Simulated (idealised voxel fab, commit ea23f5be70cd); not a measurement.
process module | voxel transistor to metal
Cross-section cut spans 180 nm and uses square cells 5 nm in size.
Format of a cross-section: grid, square cells. Given as bands. Order: top down. Band: one or more rows of cells. Per band: top height and bottom height in nm, followed by the left-to-right materials and their widths in nm; "everywhere" marks a single material spanning edge to edge, "empty" marks empty space. Where do heights start? At 0: under that level the wafer as delivered is made of one material only. And the lowest band has no floor; it just carries on downward, as in "0 nm and below". Width: "30 to 40" (first number = top row, second number = bottom row, same change from row to row of cells). Key: "nothing got changed" - step with no changed cell in the cross-section. The entry "Sealed void listing" lists the empty spaces that cover at least 8 cells and have no open path to the top. Each is written as width x height at distance, where the distance is measured from the left edge and all three values are in nm. Heads up: the bit after the settings on a step's line is the simulator's remark on that step. "overlay nm", when on a step's line for a step with a mask, measures how far to the right of its planned place the mask lay; a negative measure means to the left. Note: before/after cross-section pairs follow, one process step per pair, after-side truncated at the lowest changed band, step and settings given beneath. Different runs of this module on the same starting wafer may supply the pairs; a pair continues the one above only where the "Prior to step" entry says so.

**Prior to step**
* 30 nm to 25 nm | TiN=45  empty=10  TiN=70  empty=10  TiN=45
* 25 nm to 15 nm | SiO2=40  TiN=5  empty=10  TiN=5  SiO2=60  TiN=5  empty=10  TiN=5  SiO2=40
* 15 nm to 5 nm | SiO2=40  TiN=5  empty=10  TiN=5  SiN=10  HfO2=5  TiN=5  W=10  TiN=5  HfO2=5  SiN=10  SiO2=10  TiN=5  empty=10  TiN=5  SiO2=40
* 5 nm to 0 nm | SiO2=40  TiN=20  SiN=10  HfO2=5  TiN=20  HfO2=5  SiN=10  SiO2=10  TiN=20  SiO2=40
* 0 nm to -5 nm | SiO2=35  pSi=25  SiO2=5  HfO2=40  SiO2=5  pSi=35  SiO2=35
* -5 nm to -35 nm | SiO2=40  Si=100  SiO2=40
* -35 nm and below | Si everywhere
* Sealed void listing: none

**Step Result**
* 35 nm to 30 nm | Ru everywhere
* 30 nm to 25 nm | TiN=45  Ru=10  TiN=70  Ru=10  TiN=45
* 25 nm to 15 nm | SiO2=40  TiN=5  Ru=10  TiN=5  SiO2=60  TiN=5  Ru=10  TiN=5  SiO2=40
* 15 nm to 5 nm | SiO2=40  TiN=5  Ru=10  TiN=5  SiN=10  HfO2=5  TiN=5  W=10  TiN=5  HfO2=5  SiN=10  SiO2=10  TiN=5  Ru=10  TiN=5  SiO2=40
* Whatever lies below 5 is exactly as it was before.
* Sealed void listing: none
Processing between the before and after sections above: FILL_DEP,material Ru,thk nm 5

Prior to step: This step starts from the configuration shown after the step in the pair immediately above.

**Step Result**
* 25 nm to 15 nm | SiO2=40  TiN=5  Ru=10  TiN=5  SiO2=60  TiN=5  Ru=10  TiN=5  SiO2=40
* Whatever lies below 15 is exactly as it was before.
* Sealed void listing: none
Processing between the before and after sections above: CMP,height nm 25

Prior to step: This step starts from the configuration shown after the step in the pair immediately above.

**Step Result**
* 30 nm to 25 nm | SiN everywhere
* Whatever lies below 25 is exactly as it was before.
* Sealed void listing: none
Processing between the before and after sections above: CONFORMAL_DEP,material SiN,thk nm 5

Prior to step: This step starts from the configuration shown after the step in the pair immediately above.

**Step Result**
* 50 nm to 30 nm | lowk everywhere
* Whatever lies below 30 is exactly as it was before.
* Sealed void listing: none
Processing between the before and after sections above: DIRECTIONAL_DEP,material lowk,thk nm 20

Prior to step: This step starts from the configuration shown after the step in the pair immediately above.

**Step Result**
* 65 nm to 50 nm | aC everywhere
* Whatever lies below 50 is exactly as it was before.
* Sealed void listing: none
Processing between the before and after sections above: DIRECTIONAL_DEP,material aC,thk nm 15

Prior to step: This step starts from the configuration shown after the step in the pair immediately above.

**Step Result**
* 95 nm to 65 nm | resist=40  empty=20  resist=60  empty=20  resist=40
* Whatever lies below 65 is exactly as it was before.
* Sealed void listing: none
Processing between the before and after sections above: PATTERN,tone open,mask id METAL_1,material resist,width nm 20,pitch nm 80,thk nm 30,overlay nm 0

Prior to step: This step starts from the configuration shown after the step in the pair immediately above.

**Step Result**
* 80 nm to 65 nm | resist=40  empty=20  resist=60  empty=20  resist=40
* 65 nm to 50 nm | aC=40  empty=20  aC=60  empty=20  aC=40
* Whatever lies below 50 is exactly as it was before.
* Sealed void listing: none
Processing between the before and after sections above: DIRECTIONAL_ETCH,etch materials aC,depth nm 15

Prior to step: This step starts from the configuration shown after the step in the pair immediately above.

**Step Result**
* 65 nm to 50 nm | aC=40  empty=20  aC=60  empty=20  aC=40
* Whatever lies below 50 is exactly as it was before.
* Sealed void listing: none
Processing between the before and after sections above: STRIP,etch materials resist

Prior to step: This step starts from the configuration shown after the step in the pair immediately above.

**Step Result**
* 65 nm to 50 nm | aC=40  empty=20  aC=60  empty=20  aC=40
* 50 nm to 30 nm | lowk=40  empty=20  lowk=60  empty=20  lowk=40
* Whatever lies below 30 is exactly as it was before.
* Sealed void listing: none
Processing between the before and after sections above: DIRECTIONAL_ETCH,etch materials lowk,depth nm 20

Prior to step: This step starts from the configuration shown after the step in the pair immediately above.

**Step Result**
* 65 nm to 50 nm | aC=40  empty=20  aC=60  empty=20  aC=40
* 50 nm to 30 nm | lowk=40  empty=20  lowk=60  empty=20  lowk=40
* 30 nm to 25 nm | SiN=40  empty=20  SiN=60  empty=20  SiN=40
* Whatever lies below 25 is exactly as it was before.
* Sealed void listing: none
Processing between the before and after sections above: DIRECTIONAL_ETCH,etch materials SiN,depth nm 5

Prior to step: This step starts from the configuration shown after the step in the pair immediately above.

**Step Result**
* 50 nm to 30 nm | lowk=40  empty=20  lowk=60  empty=20  lowk=40
* Whatever lies below 30 is exactly as it was before.
* Sealed void listing: none
Processing between the before and after sections above: STRIP,etch materials aC

Prior to step: This step starts from the configuration shown after the step in the pair immediately above.

**Step Result**
* 55 nm to 50 nm | TiN=45  empty=10  TiN=70  empty=10  TiN=45
* 50 nm to 30 nm | lowk=40  TiN=5  empty=10  TiN=5  lowk=60  TiN=5  empty=10  TiN=5  lowk=40
* 30 nm to 25 nm | SiN=40  TiN=20  SiN=60  TiN=20  SiN=40
* Whatever lies below 25 is exactly as it was before.
* Sealed void listing: none
Processing between the before and after sections above: CONFORMAL_DEP,material TiN,thk nm 5

Prior to step: This step starts from the configuration shown after the step in the pair immediately above.

**Step Result**
* 60 nm to 55 nm | Cu everywhere
* 55 nm to 50 nm | TiN=45  Cu=10  TiN=70  Cu=10  TiN=45
* 50 nm to 30 nm | lowk=40  TiN=5  Cu=10  TiN=5  lowk=60  TiN=5  Cu=10  TiN=5  lowk=40
* Whatever lies below 30 is exactly as it was before.
* Sealed void listing: none
Processing between the before and after sections above: FILL_DEP,material Cu,thk nm 5

Prior to step: This step starts from the configuration shown after the step in the pair immediately above.

**Step Result**
* 50 nm to 30 nm | lowk=40  TiN=5  Cu=10  TiN=5  lowk=60  TiN=5  Cu=10  TiN=5  lowk=40
* Whatever lies below 30 is exactly as it was before.
* Sealed void listing: none
Processing between the before and after sections above: CMP,height nm 50

Prior to step: This step starts from the configuration shown after the step in the pair immediately above.

**Step Result**
* 55 nm to 50 nm | SiCN everywhere
* Whatever lies below 50 is exactly as it was before.
* Sealed void listing: none
Processing between the before and after sections above: CONFORMAL_DEP,material SiCN,thk nm 5

Prior to step: This step starts from the configuration shown after the step in the pair immediately above.

**Step Result**
* 85 nm to 55 nm | SiO2 everywhere
* Whatever lies below 55 is exactly as it was before.
* Sealed void listing: none
Processing between the before and after sections above: DIRECTIONAL_DEP,material SiO2,thk nm 30

Prior to step: This step starts from the configuration shown after the step in the pair immediately above.

**Step Result**
* 85 nm to 55 nm | SiO2=40  empty=15  SiO2=65  empty=15  SiO2=45
* Whatever lies below 55 is exactly as it was before.
* Sealed void listing: none
Processing between the before and after sections above: MASKED_ETCH,tone open,mask id METAL_2_HOLES,width nm 15,pitch nm 80,etch materials SiO2,depth nm 30,overlay nm 0

Prior to step: This step starts from the configuration shown after the step in the pair immediately above.

**Step Result**
* 85 nm to 65 nm | SiO2=40  empty=20  SiO2=60  empty=20  SiO2=40
* Whatever lies below 65 is exactly as it was before.
* Sealed void listing: none
Processing between the before and after sections above: MASKED_ETCH,tone open,mask id METAL_2,width nm 20,pitch nm 80,etch materials SiO2,depth nm 20,overlay nm 0

Prior to step: This step starts from the configuration shown after the step in the pair immediately above.

**Step Result**
* 85 nm to 65 nm | SiO2=40  empty=20  SiO2=60  empty=20  SiO2=40
* 65 nm to 55 nm | SiO2=40  empty=15  SiO2=65  empty=15  SiO2=45
* 55 nm to 50 nm | SiCN=40  empty=15  SiCN=65  empty=15  SiCN=45
* Whatever lies below 50 is exactly as it was before.
* Sealed void listing: none
Processing between the before and after sections above: MASKED_ETCH,tone open,mask id METAL_2,width nm 20,pitch nm 80,etch materials SiCN,depth nm 5,overlay nm 0

Prior to step: This step starts from the configuration shown after the step in the pair immediately above.

**Step Result**
* 90 nm to 85 nm | TiN=45  empty=10  TiN=70  empty=10  TiN=45
* 85 nm to 70 nm | SiO2=40  TiN=5  empty=10  TiN=5  SiO2=60  TiN=5  empty=10  TiN=5  SiO2=40
* 70 nm to 65 nm | SiO2=40  TiN=5  empty=5  TiN=10  SiO2=60  TiN=5  empty=5  TiN=10  SiO2=40
* 65 nm to 55 nm | SiO2=40  TiN=5  empty=5  TiN=5  SiO2=65  TiN=5  empty=5  TiN=5  SiO2=45
* 55 nm to 50 nm | SiCN=40  TiN=15  SiCN=65  TiN=15  SiCN=45
* Whatever lies below 50 is exactly as it was before.
* Sealed void listing: none
Processing between the before and after sections above: CONFORMAL_DEP,material TiN,thk nm 5

Prior to step: This step starts from the configuration shown after the step in the pair immediately above.

**Step Result**
* 100 nm to 90 nm | Ru everywhere
* 90 nm to 85 nm | TiN=45  Ru=10  TiN=70  Ru=10  TiN=45
* 85 nm to 70 nm | SiO2=40  TiN=5  Ru=10  TiN=5  SiO2=60  TiN=5  Ru=10  TiN=5  SiO2=40
* 70 nm to 65 nm | SiO2=40  TiN=5  Ru=5  TiN=10  SiO2=60  TiN=5  Ru=5  TiN=10  SiO2=40
* 65 nm to 55 nm | SiO2=40  TiN=5  Ru=5  TiN=5  SiO2=65  TiN=5  Ru=5  TiN=5  SiO2=45
* Whatever lies below 55 is exactly as it was before.
* Sealed void listing: none
Processing between the before and after sections above: FILL_DEP,material Ru,thk nm 10

Prior to step: This step starts from the configuration shown after the step in the pair immediately above.

**Step Result**
* 85 nm to 70 nm | SiO2=40  TiN=5  Ru=10  TiN=5  SiO2=60  TiN=5  Ru=10  TiN=5  SiO2=40
* Whatever lies below 70 is exactly as it was before.
* Sealed void listing: none
Processing between the before and after sections above: CMP,height nm 85

Prior to step: This step starts from the configuration shown after the step in the pair immediately above.

**Step Result**
* 90 nm to 85 nm | SiN everywhere
* Whatever lies below 85 is exactly as it was before.
* Sealed void listing: none
Processing between the before and after sections above: CONFORMAL_DEP,material SiN,thk nm 5

**Prior to step**
* 0 nm and below | Si everywhere
* Sealed void listing: none

**Step Result**
* 5 nm to 0 nm | polySi everywhere
* Whatever lies below 0 is exactly as it was before.
* Sealed void listing: none
Processing between the before and after sections above: CONFORMAL_DEP,material polySi,thk nm 5

Prior to step: This step starts from the configuration shown after the step in the pair immediately above.

**Step Result**
* 15 nm to 5 nm | SiN everywhere
* Whatever lies below 5 is exactly as it was before.
* Sealed void listing: none
Processing between the before and after sections above: CONFORMAL_DEP,material SiN,thk nm 10

Prior to step: This step starts from the configuration shown after the step in the pair immediately above.

**Step Result**
* 15 nm to 5 nm | empty=35  SiN=110  empty=35
* Whatever lies below 5 is exactly as it was before.
* Sealed void listing: none
Processing between the before and after sections above: MASKED_ETCH,tone cover,mask id ACTIVE,width nm 110,etch materials SiN,depth nm 10,overlay nm 0

Prior to step: This step starts from the configuration shown after the step in the pair immediately above.

**Step Result**
* 15 nm to 5 nm | empty=35  SiN=110  empty=35
* 5 nm to 0 nm | empty=35  polySi=110  empty=35
* 0 nm to -25 nm | empty=35  Si=110  empty=35
* Whatever lies below -25 is exactly as it was before.
* Sealed void listing: none
Processing between the before and after sections above: MASKED_ETCH,tone cover,mask id ACTIVE,width nm 110,etch materials Si,depth nm 30,overlay nm 0

Prior to step: This step starts from the configuration shown after the step in the pair immediately above.

**Step Result**
* 15 nm to 5 nm | empty=35  SiN=110  empty=35
* 5 nm to 0 nm | empty=35  SiO2=5  polySi=100  SiO2=5  empty=35
* 0 nm to -25 nm | empty=35  SiO2=5  Si=100  SiO2=5  empty=35
* -25 nm to -30 nm | SiO2=40  Si=100  SiO2=40
* Whatever lies below -30 is exactly as it was before.
* Sealed void listing: none
Processing between the before and after sections above: OXIDIZE,depth nm 5

Prior to step: This step starts from the configuration shown after the step in the pair immediately above.

**Step Result**
* 20 nm to 15 nm | SiO2 everywhere
* 15 nm to 5 nm | SiO2=35  SiN=110  SiO2=35
* 5 nm to 0 nm | SiO2=40  polySi=100  SiO2=40
* 0 nm to -30 nm | SiO2=40  Si=100  SiO2=40
* Whatever lies below -30 is exactly as it was before.
* Sealed void listing: none
Processing between the before and after sections above: FILL_DEP,material SiO2,thk nm 5

Prior to step: This step starts from the configuration shown after the step in the pair immediately above.

**Step Result**
* 15 nm to 5 nm | SiO2=35  SiN=110  SiO2=35
* Whatever lies below 5 is exactly as it was before.
* Sealed void listing: none
Processing between the before and after sections above: CMP,height nm 15

Prior to step: This step starts from the configuration shown after the step in the pair immediately above.

**Step Result**
* 15 nm to 5 nm | empty=35  SiN=110  empty=35
* Whatever lies below 5 is exactly as it was before.
* Sealed void listing: none
Processing between the before and after sections above: SELECTIVE_ETCH,etch materials SiO2,depth nm 10

Prior to step: This step starts from the configuration shown after the step in the pair immediately above.

**Step Result**
* 5 nm to 0 nm | SiO2=40  polySi=100  SiO2=40
* Whatever lies below 0 is exactly as it was before.
* Sealed void listing: none
Processing between the before and after sections above: STRIP,etch materials SiN

Prior to step: This step starts from the configuration shown after the step in the pair immediately above.

**Step Result**
* 5 nm to 0 nm | empty=40  polySi=100  empty=40
* Whatever lies below 0 is exactly as it was before.
* Sealed void listing: none
Processing between the before and after sections above: SELECTIVE_ETCH,etch materials SiO2,depth nm 5

Prior to step: This step starts from the configuration shown after the step in the pair immediately above.

**Step Result**
* 5 nm to 0 nm | empty=40  SiO2=100  empty=40
* 0 nm to -5 nm | SiO2=45  Si=90  SiO2=45
* Whatever lies below -5 is exactly as it was before.
* Sealed void listing: none
Processing between the before and after sections above: OXIDIZE,depth nm 5

Prior to step: This step starts from the configuration shown after the step in the pair immediately above.

**Step Result**
* 25 nm to 20 nm | empty=40  polySi=100  empty=40
* 20 nm to 5 nm | polySi everywhere
* 5 nm to 0 nm | polySi=40  SiO2=100  polySi=40
* Whatever lies below 0 is exactly as it was before.
* Sealed void listing: none
Processing between the before and after sections above: DIRECTIONAL_DEP,material polySi,thk nm 20

Prior to step: This step starts from the configuration shown after the step in the pair immediately above.

**Step Result**
* 35 nm to 30 nm | empty=40  SiCN=100  empty=40
* 30 nm to 25 nm | SiCN everywhere
* 25 nm to 20 nm | SiCN=40  polySi=100  SiCN=40
* Whatever lies below 20 is exactly as it was before.
* Sealed void listing: none
Processing between the before and after sections above: DIRECTIONAL_DEP,material SiCN,thk nm 10

Prior to step: This step starts from the configuration shown after the step in the pair immediately above.

**Step Result**
* 50 nm to 35 nm | empty=75  resist=30  empty=75
* Whatever lies below 35 is exactly as it was before.
* Sealed void listing: none
Processing between the before and after sections above: PATTERN,tone cover,mask id GATE,material resist,width nm 30,thk nm 15,overlay nm 0

Prior to step: This step starts from the configuration shown after the step in the pair immediately above.

**Step Result**
* 50 nm to 35 nm | empty=75  resist=30  empty=75
* 35 nm to 25 nm | empty=75  SiCN=30  empty=75
* 25 nm to 20 nm | empty=40  polySi=100  empty=40
* Whatever lies below 20 is exactly as it was before.
* Sealed void listing: none
Processing between the before and after sections above: DIRECTIONAL_ETCH,etch materials SiCN,depth nm 20

Prior to step: This step starts from the configuration shown after the step in the pair immediately above.

**Step Result**
* 50 nm to 35 nm | empty=75  resist=30  empty=75
* 35 nm to 25 nm | empty=75  SiCN=30  empty=75
* 25 nm to 5 nm | empty=75  polySi=30  empty=75
* 5 nm to 0 nm | empty=40  SiO2=100  empty=40
* Whatever lies below 0 is exactly as it was before.
* Sealed void listing: none
Processing between the before and after sections above: DIRECTIONAL_ETCH,etch materials polySi,depth nm 30

Prior to step: This step starts from the configuration shown after the step in the pair immediately above.

**Step Result**
* 35 nm to 25 nm | empty=75  SiCN=30  empty=75
* Whatever lies below 25 is exactly as it was before.
* Sealed void listing: none
Processing between the before and after sections above: STRIP,etch materials resist

Prior to step: This step starts from the configuration shown after the step in the pair immediately above.

**Step Result**
* 45 nm to 35 nm | empty=65  SiN=50  empty=65
* 35 nm to 25 nm | empty=65  SiN=10  SiCN=30  SiN=10  empty=65
* 25 nm to 15 nm | empty=65  SiN=10  polySi=30  SiN=10  empty=65
* 15 nm to 10 nm | empty=30  SiN=45  polySi=30  SiN=45  empty=30
* 10 nm to 5 nm | SiN=75  polySi=30  SiN=75
* 5 nm to 0 nm | SiN=40  SiO2=100  SiN=40
* Whatever lies below 0 is exactly as it was before.
* Sealed void listing: none
Processing between the before and after sections above: CONFORMAL_DEP,material SiN,thk nm 10

Prior to step: This step starts from the configuration shown after the step in the pair immediately above.

**Step Result**
* 35 nm to 25 nm | empty=65  SiN=10  SiCN=30  SiN=10  empty=65
* 25 nm to 5 nm | empty=65  SiN=10  polySi=30  SiN=10  empty=65
* 5 nm to 0 nm | empty=30  SiN=10  SiO2=100  SiN=10  empty=30
* Whatever lies below 0 is exactly as it was before.
* Sealed void listing: none
Processing between the before and after sections above: DIRECTIONAL_ETCH,etch materials SiN,depth nm 10

Prior to step: This step starts from the configuration shown after the step in the pair immediately above.

**Step Result**
* 35 nm to 25 nm | empty=65  SiN=10  SiCN=30  SiN=10  empty=65
* 25 nm to 5 nm | empty=65  SiN=10  polySi=30  SiN=10  empty=65
* 5 nm to 0 nm | empty=30  SiN=10  empty=25  SiO2=50  empty=25  SiN=10  empty=30
* 0 nm to -5 nm | empty=30  SiO2=15  Si=90  SiO2=15  empty=30
* Whatever lies below -5 is exactly as it was before.
* Sealed void listing: none
Processing between the before and after sections above: DIRECTIONAL_ETCH,etch materials SiO2,depth nm 5

Prior to step: This step starts from the configuration shown after the step in the pair immediately above.

**Step Result**
* 35 nm to 25 nm | empty=65  SiN=10  SiCN=30  SiN=10  empty=65
* 25 nm to 5 nm | empty=65  SiN=10  polySi=30  SiN=10  empty=65
* 5 nm to 0 nm | empty=30  SiN=10  pSi=25  SiO2=50  pSi=25  SiN=10  empty=30
* Whatever lies below 0 is exactly as it was before.
* Sealed void listing: none
Processing between the before and after sections above: EPI,material pSi,thk nm 5

Prior to step: This step starts from the configuration shown after the step in the pair immediately above.

**Step Result**
* 45 nm to 35 nm | SiO2 everywhere
* 35 nm to 25 nm | SiO2=65  SiN=10  SiCN=30  SiN=10  SiO2=65
* 25 nm to 5 nm | SiO2=65  SiN=10  polySi=30  SiN=10  SiO2=65
* 5 nm to 0 nm | SiO2=30  SiN=10  pSi=25  SiO2=50  pSi=25  SiN=10  SiO2=30
* 0 nm to -5 nm | SiO2=45  Si=90  SiO2=45
* Whatever lies below -5 is exactly as it was before.
* Sealed void listing: none
Processing between the before and after sections above: FILL_DEP,material SiO2,thk nm 10

Prior to step: This step starts from the configuration shown after the step in the pair immediately above.

**Step Result**
* 20 nm to 5 nm | SiO2=65  SiN=10  polySi=30  SiN=10  SiO2=65
* Whatever lies below 5 is exactly as it was before.
* Sealed void listing: none
Processing between the before and after sections above: CMP,height nm 20

Prior to step: This step starts from the configuration shown after the step in the pair immediately above.

**Step Result**
* 20 nm to 5 nm | SiO2=65  SiN=10  empty=30  SiN=10  SiO2=65
* Whatever lies below 5 is exactly as it was before.
* Sealed void listing: none
Processing between the before and after sections above: STRIP,etch materials polySi

Prior to step: This step starts from the configuration shown after the step in the pair immediately above.

**Step Result**
* 20 nm to 15 nm | empty=65  SiN=10  empty=30  SiN=10  empty=65
* 15 nm to 5 nm | SiO2=65  SiN=10  empty=30  SiN=10  SiO2=65
* 5 nm to 0 nm | SiO2=30  SiN=10  pSi=25  SiO2=5  empty=40  SiO2=5  pSi=25  SiN=10  SiO2=30
* Whatever lies below 0 is exactly as it was before.
* Sealed void listing: none
Processing between the before and after sections above: SELECTIVE_ETCH,etch materials SiO2,depth nm 5

Prior to step: This step starts from the configuration shown after the step in the pair immediately above.

**Step Result**
* 25 nm to 20 nm | empty=60  HfO2=20  empty=20  HfO2=20  empty=60
* 20 nm to 15 nm | HfO2=65  SiN=10  HfO2=5  empty=20  HfO2=5  SiN=10  HfO2=65
* 15 nm to 5 nm | SiO2=65  SiN=10  HfO2=5  empty=20  HfO2=5  SiN=10  SiO2=65
* 5 nm to 0 nm | SiO2=30  SiN=10  pSi=25  SiO2=5  HfO2=40  SiO2=5  pSi=25  SiN=10  SiO2=30
* Whatever lies below 0 is exactly as it was before.
* Sealed void listing: none
Processing between the before and after sections above: CONFORMAL_DEP,material HfO2,thk nm 5

Prior to step: This step starts from the configuration shown after the step in the pair immediately above.

**Step Result**
* 30 nm to 25 nm | empty=55  TiN=30  empty=10  TiN=30  empty=55
* 25 nm to 20 nm | TiN=60  HfO2=20  TiN=5  empty=10  TiN=5  HfO2=20  TiN=60
* 20 nm to 15 nm | HfO2=65  SiN=10  HfO2=5  TiN=5  empty=10  TiN=5  HfO2=5  SiN=10  HfO2=65
* 15 nm to 10 nm | SiO2=65  SiN=10  HfO2=5  TiN=5  empty=10  TiN=5  HfO2=5  SiN=10  SiO2=65
* 10 nm to 5 nm | SiO2=65  SiN=10  HfO2=5  TiN=20  HfO2=5  SiN=10  SiO2=65
* Whatever lies below 5 is exactly as it was before.
* Sealed void listing: none
Processing between the before and after sections above: CONFORMAL_DEP,material TiN,thk nm 5

Prior to step: This step starts from the configuration shown after the step in the pair immediately above.

**Step Result**
* 40 nm to 30 nm | W everywhere
* 30 nm to 25 nm | W=55  TiN=30  W=10  TiN=30  W=55
* 25 nm to 20 nm | TiN=60  HfO2=20  TiN=5  W=10  TiN=5  HfO2=20  TiN=60
* 20 nm to 15 nm | HfO2=65  SiN=10  HfO2=5  TiN=5  W=10  TiN=5  HfO2=5  SiN=10  HfO2=65
* 15 nm to 10 nm | SiO2=65  SiN=10  HfO2=5  TiN=5  W=10  TiN=5  HfO2=5  SiN=10  SiO2=65
* Whatever lies below 10 is exactly as it was before.
* Sealed void listing: none
Processing between the before and after sections above: FILL_DEP,material W,thk nm 10

Prior to step: This step starts from the configuration shown after the step in the pair immediately above.

**Step Result**
* 15 nm to 10 nm | SiO2=65  SiN=10  HfO2=5  TiN=5  W=10  TiN=5  HfO2=5  SiN=10  SiO2=65
* Whatever lies below 10 is exactly as it was before.
* Sealed void listing: none
Processing between the before and after sections above: CMP,height nm 15

Prior to step: This step starts from the configuration shown after the step in the pair immediately above.

**Step Result**
* 25 nm to 15 nm | SiO2 everywhere
* Whatever lies below 15 is exactly as it was before.
* Sealed void listing: none
Processing between the before and after sections above: DIRECTIONAL_DEP,material SiO2,thk nm 10

Prior to step: This step starts from the configuration shown after the step in the pair immediately above.

**Step Result**
* 25 nm to 15 nm | SiO2=40  empty=20  SiO2=60  empty=20  SiO2=40
* 15 nm to 10 nm | SiO2=40  empty=20  SiO2=5  SiN=10  HfO2=5  TiN=5  W=10  TiN=5  HfO2=5  SiN=10  SiO2=5  empty=20  SiO2=40
* 10 nm to 5 nm | SiO2=40  empty=20  SiO2=5  SiN=10  HfO2=5  TiN=20  HfO2=5  SiN=10  SiO2=5  empty=20  SiO2=40
* Whatever lies below 5 is exactly as it was before.
* Sealed void listing: none
Processing between the before and after sections above: MASKED_ETCH,tone open,mask id CONTACT,width nm 20,pitch nm 80,etch materials SiO2,depth nm 25,overlay nm 0

Prior to step: This step starts from the configuration shown after the step in the pair immediately above.

**Step Result**
* 30 nm to 25 nm | TiN=45  empty=10  TiN=70  empty=10  TiN=45
* 25 nm to 15 nm | SiO2=40  TiN=5  empty=10  TiN=5  SiO2=60  TiN=5  empty=10  TiN=5  SiO2=40
* 15 nm to 10 nm | SiO2=40  TiN=5  empty=10  TiN=5  SiO2=5  SiN=10  HfO2=5  TiN=5  W=10  TiN=5  HfO2=5  SiN=10  SiO2=5  TiN=5  empty=10  TiN=5  SiO2=40
* 10 nm to 5 nm | SiO2=40  TiN=20  SiO2=5  SiN=10  HfO2=5  TiN=20  HfO2=5  SiN=10  SiO2=5  TiN=20  SiO2=40
* Whatever lies below 5 is exactly as it was before.
* Sealed void listing: none
Processing between the before and after sections above: CONFORMAL_DEP,material TiN,thk nm 5

Prior to step: This step starts from the configuration shown after the step in the pair immediately above.

**Step Result**
* 35 nm to 30 nm | Ru everywhere
* 30 nm to 25 nm | TiN=45  Ru=10  TiN=70  Ru=10  TiN=45
* 25 nm to 15 nm | SiO2=40  TiN=5  Ru=10  TiN=5  SiO2=60  TiN=5  Ru=10  TiN=5  SiO2=40
* 15 nm to 10 nm | SiO2=40  TiN=5  Ru=10  TiN=5  SiO2=5  SiN=10  HfO2=5  TiN=5  W=10  TiN=5  HfO2=5  SiN=10  SiO2=5  TiN=5  Ru=10  TiN=5  SiO2=40
* Whatever lies below 10 is exactly as it was before.
* Sealed void listing: none
Processing between the before and after sections above: FILL_DEP,material Ru,thk nm 5

Prior to step: This step starts from the configuration shown after the step in the pair immediately above.

**Step Result**
* 25 nm to 15 nm | SiO2=40  TiN=5  Ru=10  TiN=5  SiO2=60  TiN=5  Ru=10  TiN=5  SiO2=40
* Whatever lies below 15 is exactly as it was before.
* Sealed void listing: none
Processing between the before and after sections above: CMP,height nm 25

Prior to step: This step starts from the configuration shown after the step in the pair immediately above.

**Step Result**
* 30 nm to 25 nm | SiN everywhere
* Whatever lies below 25 is exactly as it was before.
* Sealed void listing: none
Processing between the before and after sections above: CONFORMAL_DEP,material SiN,thk nm 5

Prior to step: This step starts from the configuration shown after the step in the pair immediately above.

**Step Result**
* 50 nm to 30 nm | lowk everywhere
* Whatever lies below 30 is exactly as it was before.
* Sealed void listing: none
Processing between the before and after sections above: DIRECTIONAL_DEP,material lowk,thk nm 20

Prior to step: This step starts from the configuration shown after the step in the pair immediately above.

**Step Result**
* 65 nm to 50 nm | aC everywhere
* Whatever lies below 50 is exactly as it was before.
* Sealed void listing: none
Processing between the before and after sections above: DIRECTIONAL_DEP,material aC,thk nm 15

Prior to step: This step starts from the configuration shown after the step in the pair immediately above.

**Step Result**
* 95 nm to 65 nm | resist=40  empty=20  resist=60  empty=20  resist=40
* Whatever lies below 65 is exactly as it was before.
* Sealed void listing: none
Processing between the before and after sections above: PATTERN,tone open,mask id METAL_1,material resist,width nm 20,pitch nm 80,thk nm 30,overlay nm 0

Prior to step: This step starts from the configuration shown after the step in the pair immediately above.

**Step Result**
* 80 nm to 65 nm | resist=40  empty=20  resist=60  empty=20  resist=40
* 65 nm to 50 nm | aC=40  empty=20  aC=60  empty=20  aC=40
* Whatever lies below 50 is exactly as it was before.
* Sealed void listing: none
Processing between the before and after sections above: DIRECTIONAL_ETCH,etch materials aC,depth nm 15

Prior to step: This step starts from the configuration shown after the step in the pair immediately above.

**Step Result**
* 65 nm to 50 nm | aC=40  empty=20  aC=60  empty=20  aC=40
* Whatever lies below 50 is exactly as it was before.
* Sealed void listing: none
Processing between the before and after sections above: STRIP,etch materials resist

Prior to step: This step starts from the configuration shown after the step in the pair immediately above.

**Step Result**
* 65 nm to 50 nm | aC=40  empty=20  aC=60  empty=20  aC=40
* 50 nm to 30 nm | lowk=40  empty=20  lowk=60  empty=20  lowk=40
* Whatever lies below 30 is exactly as it was before.
* Sealed void listing: none
Processing between the before and after sections above: DIRECTIONAL_ETCH,etch materials lowk,depth nm 20

Prior to step: This step starts from the configuration shown after the step in the pair immediately above.

**Step Result**
* 65 nm to 50 nm | aC=40  empty=20  aC=60  empty=20  aC=40
* 50 nm to 30 nm | lowk=40  empty=20  lowk=60  empty=20  lowk=40
* 30 nm to 25 nm | SiN=40  empty=20  SiN=60  empty=20  SiN=40
* Whatever lies below 25 is exactly as it was before.
* Sealed void listing: none
Processing between the before and after sections above: DIRECTIONAL_ETCH,etch materials SiN,depth nm 5

Prior to step: This step starts from the configuration shown after the step in the pair immediately above.

**Step Result**
* 50 nm to 30 nm | lowk=40  empty=20  lowk=60  empty=20  lowk=40
* Whatever lies below 30 is exactly as it was before.
* Sealed void listing: none
Processing between the before and after sections above: STRIP,etch materials aC

Prior to step: This step starts from the configuration shown after the step in the pair immediately above.

**Step Result**
* 55 nm to 50 nm | TiN=45  empty=10  TiN=70  empty=10  TiN=45
* 50 nm to 30 nm | lowk=40  TiN=5  empty=10  TiN=5  lowk=60  TiN=5  empty=10  TiN=5  lowk=40
* 30 nm to 25 nm | SiN=40  TiN=20  SiN=60  TiN=20  SiN=40
* Whatever lies below 25 is exactly as it was before.
* Sealed void listing: none
Processing between the before and after sections above: CONFORMAL_DEP,material TiN,thk nm 5

Prior to step: This step starts from the configuration shown after the step in the pair immediately above.

**Step Result**
* 60 nm to 55 nm | Cu everywhere
* 55 nm to 50 nm | TiN=45  Cu=10  TiN=70  Cu=10  TiN=45
* 50 nm to 30 nm | lowk=40  TiN=5  Cu=10  TiN=5  lowk=60  TiN=5  Cu=10  TiN=5  lowk=40
* Whatever lies below 30 is exactly as it was before.
* Sealed void listing: none
Processing between the before and after sections above: FILL_DEP,material Cu,thk nm 5

Prior to step: This step starts from the configuration shown after the step in the pair immediately above.

**Step Result**
* 50 nm to 30 nm | lowk=40  TiN=5  Cu=10  TiN=5  lowk=60  TiN=5  Cu=10  TiN=5  lowk=40
* Whatever lies below 30 is exactly as it was before.
* Sealed void listing: none
Processing between the before and after sections above: CMP,height nm 50

Prior to step: This step starts from the configuration shown after the step in the pair immediately above.

**Step Result**
* 55 nm to 50 nm | SiCN everywhere
* Whatever lies below 50 is exactly as it was before.
* Sealed void listing: none
Processing between the before and after sections above: CONFORMAL_DEP,material SiCN,thk nm 5
